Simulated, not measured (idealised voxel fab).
Presented below is a process module, voxel gate over fins.
Section cut is 150 nm wide and gridded with 5 nm square cells.
If you're reading a cross-section in this doc, picture square cells in a grid; it comes to you as bands, top ones listed first down to the bottom, and a band can be one or more rows of cells.
It is stipulated that each band's entry specify, in nanometres, the height of the top of the band and then that of its bottom, followed by the materials of the band in left-to-right sequence, each together with its width in nanometres. A single material marked by the word "all across" is understood to fill the band from edge to edge; the word "air" is understood to denote empty space.
Heights are reckoned from 0. Under this level, the received wafer is all of one material. The bottommost band is open-ended downward, for example "0..down".
Width spec "30..40" -> top row of cells at first value, bottom row at second value, equal per-row change in between.
The designation "no modifications", where it is given for a processing step, indicates that no cell of the cross-section was altered in the course of that step.
Enclosed voids (no open way to top), threshold 8 cells or more, entry "Enclosed void catalog", notation width x height at distance, distance from left edge, nm.
Formally, on a step line, whatever follows the settings is a remark that the simulator itself makes on the step.
You can add "overlay nm" to a step's line. For a step with a mask, it describes how far the mask lay to the right of its planned position, and a negative number describes a lay to the left.
-- Set out below are the planned steps of the process
1,RECEIVE (material Si)
2,CONFORMAL_DEP (material SiN; thk nm 5)
3,MASKED_ETCH (tone cover; mask id FINS; width nm 15; pitch nm 45; etch materials SiN; depth nm 5; overlay nm 0)
4,MASKED_ETCH (tone cover; mask id FINS; width nm 15; pitch nm 45; etch materials Si; depth nm 30; overlay nm 0)
5,OXIDIZE (depth nm 5)
6,FILL_DEP (material SiO2; thk nm 10)
7,CMP (height nm 5)
8,SELECTIVE_ETCH (etch materials SiO2; depth nm 15)
9,STRIP (etch materials SiN)
10,CONFORMAL_DEP (material HfO2; thk nm 5)
11,CONFORMAL_DEP (material TiN; thk nm 5)
12,FILL_DEP (material W; thk nm 15)
13,CMP (height nm 20)
14,CONFORMAL_DEP (material SiCN; thk nm 10)
-- This is the cross-section of the wafer as we received it, i.e. after step 1
	0..down  Si all across
	Enclosed void catalog: none
-- Same starting wafer, same plan as above, one mistake in the execution; this is the cross-section at the end of the module
	30..20  SiCN all across
	20..5  W all across
	5..0  W (40), then TiN (25), then W (20), then TiN (25), then W (40)
	0..-5  W (40), then TiN (5), then HfO2 (15), then TiN (5), then W (20), then TiN (5), then HfO2 (15), then TiN (5), then W (40)
	-5..-10  W (40), then TiN (5), then HfO2 (5), then Si (5), then HfO2 (5), then TiN (5), then W (20), then TiN (5), then HfO2 (5), then Si (5), then HfO2 (5), then TiN (5), then W (40)
	-10..-15  TiN (45), then HfO2 (5), then Si (5), then HfO2 (5), then TiN (30), then HfO2 (5), then Si (5), then HfO2 (5), then TiN (45)
	-15..-20  HfO2 (50), then Si (5), then HfO2 (40), then Si (5), then HfO2 (50)
	-20..-35  SiO2 (50), then Si (5), then SiO2 (40), then Si (5), then SiO2 (50)
	-35..down  Si all across
	Enclosed void catalog: none
Deviation from plan: rather than as planned, step 7 actually ran as CMP (height nm -5)
